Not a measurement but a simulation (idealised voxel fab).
Documented hereafter: the process module known as voxel lift off.
cross-section cut | 300 nm wide | cells 5 nm
Heads up, the way a cross-section reads in here is a grid of square cells, handed over as bands from the top down, with every band being one or more rows of cells. Heads up on the band format: heights come first, top then bottom, in nm. After that it's the materials left to right, each with its width in nm. A single material flagged "edge to edge" fills the whole band edge to edge, and "empty" means there's empty space there. Below 0: as-received wafer, all one material; heights counted from there. Lowest band: no bottom, goes on down, written "z 0 and below". So if you see something like "30..40" for the width, read it as the top row of the band sitting at the first number and the bottom row at the second, with every row in between moving by the same amount as the last. Where the words "nothing changed" appear for a step, the cross-section shows no cell changed by that step; every cell remained as before. Under "Voids, sealed" you'll find the enclosed gaps, the ones with no way out to the top, that are 8 cells or bigger; each reads width x height at distance, with distance counted from the left edge, everything in nm. That trailing text on a step's line, after the settings, is the simulator's own remark on the step. overlay nm: on a step with a mask, how far right of its planned place the mask lay; negative means left.

Steps planned for the process
1. RECEIVE: material Si
2. CONFORMAL_DEP: material SiN, thk nm 15
3. PATTERN: tone open, mask id LINES, material resist, width nm 15, pitch nm 30, thk nm 30, overlay nm 0
4. DIRECTIONAL_DEP: material Ru, thk nm 15
5. STRIP: etch materials resist
6. CONFORMAL_DEP: material SiCN, thk nm 5

Received-state cross-section, reflecting completion of step 1
* z 0 and below: Si edge to edge
* Voids, sealed: none

A wafer at the end: this start, this plan, one mistake
* z 35 to 30: empty (110), SiCN (25), empty (5), SiCN (25), empty (135)
* z 30 to 20: empty (110), SiCN (5), Ru (15), SiCN (5), empty (5), SiCN (5), Ru (15), SiCN (5), empty (135)
* z 20 to 15: SiCN (115), Ru (15), SiCN (15), Ru (15), SiCN (140)
* z 15 to 0: SiN edge to edge
* z 0 and below: Si edge to edge
* Voids, sealed: none
What was the processing mistake? step 3, actual vs plan mismatch, actual run PATTERN: tone open, mask id LINES, material resist, width nm 15, pitch nm 30, thk nm 30, overlay nm -10
